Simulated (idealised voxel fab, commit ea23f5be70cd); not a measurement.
process module | voxel transistor to metal
cross-section cut | 185 nm wide | cells 5 nm
A cross-section is a grid of square cells, given in bands from the top down. A band is one or more rows of cells.
Each band's line starts with the height of the band's top and of its bottom, in nm. Then come its materials from left to right, each with its width in nm. One material with "throughout" fills the band from edge to edge. "air" is empty space.
Height 0 is the level under which the wafer as received is all one material. The lowest band goes on downwards, as in "0 down".
A width such as "30 to 40" changes by the same amount from each row of cells to the next, from the band's top row to its bottom row.
"no change" after a step means that no cell of the cross-section changed.
closed voids: empty space of 8 cells or more with no open way to the top, each as width x height at its distance from the left edge, in nm
after a step's settings: what the simulator itself notes on the step
overlay nm, on a step with a mask: how far to the right of its planned place the mask lay; to the left if negative
plan
1 op RECEIVE | material Si
2 op CONFORMAL_DEP | material SiO2 | thk nm 5
3 op CONFORMAL_DEP | material SiN | thk nm 10
4 op DIRECTIONAL_DEP | material aC | thk nm 15
5 op PATTERN | tone cover | mask id ACTIVE | material resist | width nm 100 | thk nm 30 | overlay nm 0
6 op DIRECTIONAL_ETCH | etch materials aC | depth nm 15
7 op STRIP | etch materials resist
8 op DIRECTIONAL_ETCH | etch materials SiN | depth nm 10
9 op DIRECTIONAL_ETCH | etch materials SiO2 | depth nm 5
10 op DIRECTIONAL_ETCH | etch materials Si | depth nm 30
11 op STRIP | etch materials aC
12 op FILL_DEP | material SiO2 | thk nm 15
13 op CMP | height nm 15
14 op SELECTIVE_ETCH | etch materials SiO2 | depth nm 10
15 op STRIP | etch materials SiN
16 op SELECTIVE_ETCH | etch materials SiO2 | depth nm 5
17 op OXIDIZE | depth nm 5
18 op DIRECTIONAL_DEP | material polySi | thk nm 25
19 op DIRECTIONAL_DEP | material SiCN | thk nm 10
20 op DIRECTIONAL_DEP | material aC | thk nm 15
21 op PATTERN | tone cover | mask id GATE | material resist | width nm 20 | thk nm 35 | overlay nm 0
22 op DIRECTIONAL_ETCH | etch materials aC | depth nm 15
23 op STRIP | etch materials resist
24 op DIRECTIONAL_ETCH | etch materials SiCN | depth nm 20
25 op DIRECTIONAL_ETCH | etch materials polySi | depth nm 35
26 op STRIP | etch materials aC
27 op CONFORMAL_DEP | material SiN | thk nm 10
28 op DIRECTIONAL_ETCH | etch materials SiN | depth nm 10
29 op DIRECTIONAL_ETCH | etch materials SiO2 | depth nm 5
30 op DIRECTIONAL_ETCH | etch materials Si | depth nm 10
31 op EPI | material SiGe | thk nm 15
32 op FILL_DEP | material SiO2 | thk nm 5
33 op CMP | height nm 35
34 op DIRECTIONAL_DEP | material SiO2 | thk nm 10
35 op PATTERN | tone open | mask id CONTACT | material resist | width nm 30 | pitch nm 60 | thk nm 15 | overlay nm 0
36 op DIRECTIONAL_ETCH | etch materials SiO2 | depth nm 45
37 op STRIP | etch materials resist
38 op CONFORMAL_DEP | material TiN | thk nm 5
39 op FILL_DEP | material W | thk nm 10
40 op CMP | height nm 45
41 op CONFORMAL_DEP | material SiN | thk nm 5
42 op DIRECTIONAL_DEP | material SiO2 | thk nm 20
43 op MASKED_ETCH | tone open | mask id METAL_1 | width nm 15 | pitch nm 75 | etch materials SiO2 | depth nm 20 | overlay nm 0
44 op MASKED_ETCH | tone open | mask id METAL_1 | width nm 15 | pitch nm 75 | etch materials SiN | depth nm 5 | overlay nm 0
45 op CONFORMAL_DEP | material TiN | thk nm 5
46 op FILL_DEP | material Cu | thk nm 10
47 op CMP | height nm 70
48 op CONFORMAL_DEP | material SiCN | thk nm 5
49 op DIRECTIONAL_DEP | material SiO2 | thk nm 25
50 op PATTERN | tone open | mask id METAL_2 | material resist | width nm 15 | pitch nm 75 | thk nm 15 | overlay nm -15
51 op DIRECTIONAL_ETCH | etch materials SiO2 | depth nm 15
52 op STRIP | etch materials resist
53 op DIRECTIONAL_DEP | material aC | thk nm 15
54 op PATTERN | tone open | mask id METAL_2_HOLES | material resist | width nm 15 | pitch nm 75 | thk nm 35 | overlay nm 0
55 op DIRECTIONAL_ETCH | etch materials aC | depth nm 15
56 op STRIP | etch materials resist
57 op DIRECTIONAL_ETCH | etch materials SiO2 | depth nm 10
58 op DIRECTIONAL_ETCH | etch materials SiCN | depth nm 5
59 op STRIP | etch materials aC
60 op CONFORMAL_DEP | material TiN | thk nm 5
61 op FILL_DEP | material Cu | thk nm 10
62 op CMP | height nm 100
63 op CONFORMAL_DEP | material SiN | thk nm 5
varied across the wafers: overlay nm of step 50. The plan shows the first wafer's value. All wafers start alike
first wafer as received, after step 1
  0 down: Si throughout
  closed voids: none
each wafer at the end: cells of each material gained (+) or lost (-) since it was received, then its closed voids
overlay nm -15 | +18 Cu | -146 Si | +45 SiCN | +50 SiGe | +96 SiN | +570 SiO2 | +86 TiN | +38 W | +20 polySi | closed voids: none
overlay nm -10 | +16 Cu | -146 Si | +43 SiCN | +50 SiGe | +96 SiN | +570 SiO2 | +90 TiN | +38 W | +20 polySi | closed voids: none
overlay nm -5 | +14 Cu | -146 Si | +41 SiCN | +50 SiGe | +96 SiN | +570 SiO2 | +94 TiN | +38 W | +20 polySi | closed voids: none
overlay nm 0 | +18 Cu | -146 Si | +39 SiCN | +50 SiGe | +96 SiN | +570 SiO2 | +92 TiN | +38 W | +20 polySi | closed voids: none
overlay nm 5 | +14 Cu | -146 Si | +41 SiCN | +50 SiGe | +96 SiN | +570 SiO2 | +94 TiN | +38 W | +20 polySi | closed voids: none
overlay nm 10 | +16 Cu | -146 Si | +43 SiCN | +50 SiGe | +96 SiN | +570 SiO2 | +90 TiN | +38 W | +20 polySi | closed voids: none
overlay nm 15 | +18 Cu | -146 Si | +45 SiCN | +50 SiGe | +96 SiN | +570 SiO2 | +86 TiN | +38 W | +20 polySi | closed voids: none
